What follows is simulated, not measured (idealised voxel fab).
process module | voxel ribs on slabs
cross-section cut | 265 nm wide | cells 5 nm
A cross-section is a grid of square cells, given in bands from the top down. A band is one or more rows of cells.
Each band's line starts with the height of the band's top and of its bottom, in nm. Then come its materials from left to right, each with its width in nm. One material with "throughout" fills the band from edge to edge. "air" is empty space.
Height 0 is the level under which the wafer as received is all one material. The lowest band goes on downwards, as in "0 down".
A width such as "30 to 40" changes by the same amount from each row of cells to the next, from the band's top row to its bottom row.
"no change" after a step means that no cell of the cross-section changed.
closed voids: empty space of 8 cells or more with no open way to the top, each as width x height at its distance from the left edge, in nm
after a step's settings: what the simulator itself notes on the step
overlay nm, on a step with a mask: how far to the right of its planned place the mask lay; to the left if negative
plan
1 op RECEIVE | material Si
2 op DIRECTIONAL_DEP | material SiO2 | thk nm 20
3 op DIRECTIONAL_DEP | material polySi | thk nm 15
4 op PATTERN | tone cover | mask id RIB | material resist | width nm 30 | thk nm 15 | overlay nm 0
5 op DIRECTIONAL_ETCH | etch materials polySi | depth nm 5
6 op STRIP | etch materials resist
7 op PATTERN | tone cover | mask id SLAB | material resist | width nm 80 | thk nm 20 | overlay nm 0
8 op DIRECTIONAL_ETCH | etch materials polySi | depth nm 10
9 op STRIP | etch materials resist
10 op FILL_DEP | material SiO2 | thk nm 20
11 op CMP | height nm 50
12 op DIRECTIONAL_DEP | material TiN | thk nm 5
13 op DIRECTIONAL_DEP | material aC | thk nm 10
14 op PATTERN | tone cover | mask id HEATER | material resist | width nm 40 | thk nm 25 | overlay nm 0
15 op DIRECTIONAL_ETCH | etch materials aC | depth nm 10
16 op STRIP | etch materials resist
17 op DIRECTIONAL_ETCH | etch materials TiN | depth nm 5
18 op STRIP | etch materials aC
19 op CONFORMAL_DEP | material SiN | thk nm 5
first wafer, as planned
as received, after step 1
  0 down: Si throughout
  closed voids: none
after step 2
  20 to 0: SiO2 throughout
  below 0: unchanged
after step 3
  35 to 20: polySi throughout
  below 20: unchanged
after step 4
  50 to 35: air 115 | resist 30 | air 120
  below 35: unchanged
after step 5
  50 to 35: air 115 | resist 30 | air 120
  35 to 30: air 115 | polySi 30 | air 120
  below 30: unchanged
after step 6
  35 to 30: air 115 | polySi 30 | air 120
  below 30: unchanged
after step 7
  55 to 35: air 90 | resist 80 | air 95
  35 to 30: air 90 | resist 25 | polySi 30 | resist 25 | air 95
  below 30: unchanged
after step 8
  55 to 35: air 90 | resist 80 | air 95
  35 to 30: air 90 | resist 25 | polySi 30 | resist 25 | air 95
  30 to 20: air 90 | polySi 80 | air 95
  below 20: unchanged
after step 9
  35 to 30: air 115 | polySi 30 | air 120
  below 30: unchanged
after step 10
  55 to 35: SiO2 throughout
  35 to 30: SiO2 115 | polySi 30 | SiO2 120
  30 to 20: SiO2 90 | polySi 80 | SiO2 95
  below 20: unchanged
after step 11
  50 to 35: SiO2 throughout
  below 35: unchanged
after step 12
  55 to 50: TiN throughout
  below 50: unchanged
after step 13
  65 to 55: aC throughout
  below 55: unchanged
after step 14
  90 to 65: air 110 | resist 40 | air 115
  below 65: unchanged
after step 15
  80 to 65: air 110 | resist 40 | air 115
  65 to 55: air 110 | aC 40 | air 115
  below 55: unchanged
after step 16
  65 to 55: air 110 | aC 40 | air 115
  below 55: unchanged
after step 17
  65 to 55: air 110 | aC 40 | air 115
  55 to 50: air 110 | TiN 40 | air 115
  below 50: unchanged
after step 18
  55 to 50: air 110 | TiN 40 | air 115
  below 50: unchanged
after step 19
  60 to 55: air 105 | SiN 50 | air 110
  55 to 50: SiN 110 | TiN 40 | SiN 115
  below 50: unchanged
second wafer: like start, like plan, one mistake. Through step 2 it matches the first wafer
when step 3 should have ended
  35 to 20: air 115 | resist 30 | air 120
  below 20: unchanged
when step 4 should have ended
  50 to 35: air 115 | polySi 30 | air 120
  35 to 20: polySi 115 | resist 30 | polySi 120
  below 20: unchanged
when step 5 should have ended
  45 to 35: air 115 | polySi 30 | air 120
  35 to 30: air 115 | resist 30 | air 120
  below 30: unchanged
when step 6 should have ended
  30 to 20: polySi 115 | air 30 | polySi 120
  below 20: unchanged
when step 7 should have ended
  50 to 30: air 90 | resist 80 | air 95
  30 to 20: polySi 115 | resist 30 | polySi 120
  below 20: unchanged
when step 8 should have ended
  50 to 30: air 90 | resist 80 | air 95
  30 to 20: air 90 | polySi 25 | resist 30 | polySi 25 | air 95
  below 20: unchanged
when step 9 should have ended
  30 to 20: air 90 | polySi 25 | air 30 | polySi 25 | air 95
  below 20: unchanged
when step 10 should have ended
  50 to 30: SiO2 throughout
  30 to 20: SiO2 90 | polySi 25 | SiO2 30 | polySi 25 | SiO2 95
  below 20: unchanged
when step 11 should have ended: no change
when step 12 should have ended
  55 to 50: TiN throughout
  below 50: unchanged
when step 13 should have ended
  65 to 55: aC throughout
  below 55: unchanged
when step 14 should have ended
  90 to 65: air 110 | resist 40 | air 115
  below 65: unchanged
when step 15 should have ended
  80 to 65: air 110 | resist 40 | air 115
  65 to 55: air 110 | aC 40 | air 115
  below 55: unchanged
when step 16 should have ended
  65 to 55: air 110 | aC 40 | air 115
  below 55: unchanged
when step 17 should have ended
  65 to 55: air 110 | aC 40 | air 115
  55 to 50: air 110 | TiN 40 | air 115
  below 50: unchanged
when step 18 should have ended
  55 to 50: air 110 | TiN 40 | air 115
  below 50: unchanged
when step 19 should have ended
  60 to 55: air 105 | SiN 50 | air 110
  55 to 50: SiN 110 | TiN 40 | SiN 115
  below 50: unchanged
what went wrong: steps 3 and 4 were swapped
at the end the second wafer has, in cells: 18 more of SiO2 | 18 fewer of polySi
